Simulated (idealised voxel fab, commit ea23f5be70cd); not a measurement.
voxel transistor to metal: a process module
Cross-section cut: width 215 nm, square cells of 5 nm.
Square cells in a grid make up a cross-section in this document, and the grid is given as bands, listed from the top down, each one or more rows of cells. Quick guide to a band line: top height, bottom height (nm) up front; then every material left to right with its width in nm. Only one material and it's marked "all across"? Then it fills the band edge to edge. And "empty" just means empty space. For the purposes of this specification, 0 denotes the height below which the wafer in its as-received condition is composed wholly of one material, and the lowermost band, lacking a lower limit, extends downward without end, as expressed in "0 and below". Read "30->40" as a graded width: first number on top, second number at the bottom, same change between each pair of neighbouring rows. The cross-section has no changed cell in any step marked "stayed the same". Look at "Voids, fully enclosed" for the closed voids: empty spaces with no open path to the top, sized 8 cells or up. Each is width x height at distance, distance from the left edge, all nm. Where a step's line continues beyond its settings, the continuation is a remark by the simulator itself on that step. overlay nm: on a step with a mask, how far right of its planned place the mask lay; negative means left.

THE PLANNED PROCESS STEPS ARE ENUMERATED HEREUNDER
1,RECEIVE (material Si)
2,OXIDIZE (depth nm 5)
3,CONFORMAL_DEP (material SiN; thk nm 15)
4,MASKED_ETCH (tone cover; mask id ACTIVE; width nm 105; etch materials SiN; depth nm 15; overlay nm 0)
5,MASKED_ETCH (tone cover; mask id ACTIVE; width nm 105; etch materials SiO2; depth nm 5; overlay nm 0)
6,MASKED_ETCH (tone cover; mask id ACTIVE; width nm 105; etch materials Si; depth nm 25; overlay nm 0)
7,OXIDIZE (depth nm 5)
8,FILL_DEP (material SiO2; thk nm 15)
9,CMP (height nm 15)
10,SELECTIVE_ETCH (etch materials SiO2; depth nm 10)
11,STRIP (etch materials SiN)
12,SELECTIVE_ETCH (etch materials SiO2; depth nm 5)
13,OXIDIZE (depth nm 5)
14,DIRECTIONAL_DEP (material polySi; thk nm 25)
15,DIRECTIONAL_DEP (material SiCN; thk nm 10)
16,PATTERN (tone cover; mask id GATE; material resist; width nm 15; thk nm 15; overlay nm 0)
17,DIRECTIONAL_ETCH (etch materials SiCN; depth nm 20)
18,DIRECTIONAL_ETCH (etch materials polySi; depth nm 35)
19,STRIP (etch materials resist)
20,CONFORMAL_DEP (material SiO2; thk nm 5)
21,DIRECTIONAL_ETCH (etch materials SiO2; depth nm 5)
22,CONFORMAL_DEP (material SiN; thk nm 10)
23,DIRECTIONAL_ETCH (etch materials SiN; depth nm 10)
24,DIRECTIONAL_ETCH (etch materials SiO2; depth nm 5)
25,DIRECTIONAL_ETCH (etch materials Si; depth nm 5)
26,EPI (material nSi; thk nm 10)
27,FILL_DEP (material SiO2; thk nm 10)
28,CMP (height nm 30)
29,DIRECTIONAL_DEP (material SiO2; thk nm 10)
30,MASKED_ETCH (tone open; mask id CONTACT; width nm 20; pitch nm 75; etch materials SiO2; depth nm 40; overlay nm 0)
31,CONFORMAL_DEP (material TiN; thk nm 5)
32,FILL_DEP (material W; thk nm 10)
33,CMP (height nm 40)
34,DIRECTIONAL_DEP (material TiN; thk nm 5)
35,DIRECTIONAL_DEP (material W; thk nm 15)
36,MASKED_ETCH (tone cover; mask id METAL_1; width nm 20; pitch nm 75; etch materials W; depth nm 15; overlay nm 0)
37,MASKED_ETCH (tone cover; mask id METAL_1; width nm 20; pitch nm 75; etch materials TiN; depth nm 5; overlay nm 0)
38,CONFORMAL_DEP (material SiN; thk nm 5)
39,FILL_DEP (material lowk; thk nm 10)
40,CMP (height nm 60)
41,CONFORMAL_DEP (material SiCN; thk nm 5)
42,DIRECTIONAL_DEP (material SiO2; thk nm 35)
43,PATTERN (tone open; mask id METAL_2_HOLES; material resist; width nm 15; pitch nm 75; thk nm 20; overlay nm 0)
44,DIRECTIONAL_ETCH (etch materials SiO2; depth nm 35)
45,STRIP (etch materials resist)
46,DIRECTIONAL_DEP (material aC; thk nm 15)
47,PATTERN (tone open; mask id METAL_2; material resist; width nm 20; pitch nm 75; thk nm 30; overlay nm 0)
48,DIRECTIONAL_ETCH (etch materials aC; depth nm 15)
49,STRIP (etch materials resist)
50,DIRECTIONAL_ETCH (etch materials SiO2; depth nm 20)
51,DIRECTIONAL_ETCH (etch materials SiCN; depth nm 5)
52,STRIP (etch materials aC)
53,CONFORMAL_DEP (material TiN; thk nm 5)
54,FILL_DEP (material Ru; thk nm 10)
55,CMP (height nm 100)
56,CONFORMAL_DEP (material SiN; thk nm 5)

CROSS-SECTION OF THE INCOMING WAFER, STATE AFTER STEP 1
* 0 and below | Si all across
* Voids, fully enclosed: none

WAFER CROSS-SECTION AT MODULE END: FIRST OF TWO, RUN TO PLAN
* 105 down to 100 | SiN all across
* 100 down to 85 | SiO2=60 / TiN=5 / Ru=10 / TiN=5 / SiO2=55 / TiN=5 / Ru=10 / TiN=5 / SiO2=60
* 85 down to 80 | SiO2=60 / TiN=5 / Ru=5 / TiN=10 / SiO2=55 / TiN=5 / Ru=5 / TiN=10 / SiO2=60
* 80 down to 65 | SiO2=60 / TiN=5 / Ru=5 / TiN=5 / SiO2=60 / TiN=5 / Ru=5 / TiN=5 / SiO2=65
* 65 down to 60 | SiCN=60 / TiN=15 / SiCN=60 / TiN=15 / SiCN=65
* 60 down to 45 | lowk=55 / SiN=5 / W=20 / SiN=5 / lowk=45 / SiN=5 / W=20 / SiN=5 / lowk=55
* 45 down to 40 | SiN=60 / TiN=20 / SiN=55 / TiN=20 / SiN=60
* 40 down to 30 | SiO2=60 / TiN=5 / W=10 / TiN=5 / SiO2=55 / TiN=5 / W=10 / TiN=5 / SiO2=60
* 30 down to 20 | SiO2=60 / TiN=5 / W=10 / TiN=5 / SiO2=5 / SiN=10 / SiO2=5 / SiCN=15 / SiO2=5 / SiN=10 / SiO2=5 / TiN=5 / W=10 / TiN=5 / SiO2=60
* 20 down to 5 | SiO2=60 / TiN=5 / W=10 / TiN=5 / SiO2=5 / SiN=10 / SiO2=5 / polySi=15 / SiO2=5 / SiN=10 / SiO2=5 / TiN=5 / W=10 / TiN=5 / SiO2=60
* 5 down to 0 | SiO2=60 / TiN=20 / SiO2=5 / SiN=10 / SiO2=5 / polySi=15 / SiO2=5 / SiN=10 / SiO2=5 / TiN=20 / SiO2=60
* 0 down to -5 | SiO2=55 / SiN=10 / nSi=20 / SiN=10 / SiO2=5 / polySi=15 / SiO2=5 / SiN=10 / nSi=20 / SiN=10 / SiO2=55
* -5 down to -10 | SiO2=65 / nSi=20 / SiO2=45 / nSi=20 / SiO2=65
* -10 down to -15 | SiO2=60 / Si=5 / nSi=20 / Si=45 / nSi=20 / Si=5 / SiO2=60
* -15 down to -35 | SiO2=60 / Si=95 / SiO2=60
* -35 and below | Si all across
* Voids, fully enclosed: none

SECOND OF TWO WAFERS, MODULE COMPLETE, SECTIONED: IT SHARES THE FIRST WAFER'S START AND PLAN BUT WAS RUN WITH ONE MISTAKE
* 105 down to 100 | SiN all across
* 100 down to 85 | SiO2=60 / TiN=5 / Ru=10 / TiN=5 / SiO2=55 / TiN=5 / Ru=10 / TiN=5 / SiO2=60
* 85 down to 80 | SiO2=60 / TiN=5 / Ru=5 / TiN=10 / SiO2=55 / TiN=5 / Ru=5 / TiN=10 / SiO2=60
* 80 down to 65 | SiO2=60 / TiN=5 / Ru=5 / TiN=5 / SiO2=60 / TiN=5 / Ru=5 / TiN=5 / SiO2=65
* 65 down to 60 | SiCN=60 / TiN=15 / SiCN=60 / TiN=15 / SiCN=65
* 60 down to 45 | lowk=55 / SiN=5 / W=20 / SiN=5 / lowk=45 / SiN=5 / W=20 / SiN=5 / lowk=55
* 45 down to 40 | SiN=60 / TiN=20 / SiN=55 / TiN=20 / SiN=60
* 40 down to 30 | SiO2=60 / TiN=5 / W=10 / TiN=5 / SiO2=55 / TiN=5 / W=10 / TiN=5 / SiO2=60
* 30 down to 20 | SiO2=60 / TiN=5 / W=10 / TiN=5 / SiN=10 / SiO2=5 / SiCN=25 / SiO2=5 / SiN=10 / TiN=5 / W=10 / TiN=5 / SiO2=60
* 20 down to 5 | SiO2=60 / TiN=5 / W=10 / TiN=5 / SiN=10 / SiO2=5 / polySi=25 / SiO2=5 / SiN=10 / TiN=5 / W=10 / TiN=5 / SiO2=60
* 5 down to 0 | SiO2=60 / TiN=20 / SiN=10 / SiO2=5 / polySi=25 / SiO2=5 / SiN=10 / TiN=20 / SiO2=60
* 0 down to -5 | SiO2=55 / SiN=10 / nSi=15 / SiN=10 / SiO2=5 / polySi=25 / SiO2=5 / SiN=10 / nSi=15 / SiN=10 / SiO2=55
* -5 down to -10 | SiO2=65 / nSi=15 / SiO2=55 / nSi=15 / SiO2=65
* -10 down to -15 | SiO2=60 / Si=5 / nSi=15 / Si=55 / nSi=15 / Si=5 / SiO2=60
* -15 down to -35 | SiO2=60 / Si=95 / SiO2=60
* -35 and below | Si all across
* Voids, fully enclosed: none
The mistake made against the process plan was this: step 16: run off-plan, actual operation and settings PATTERN (tone cover; mask id GATE; material resist; width nm 25; thk nm 15; overlay nm 0)
The final cell counts differ between the wafers, with the second having more or fewer of some materials than the first: Si +2; SiCN +4; SiO2 -10; nSi -6; polySi +10
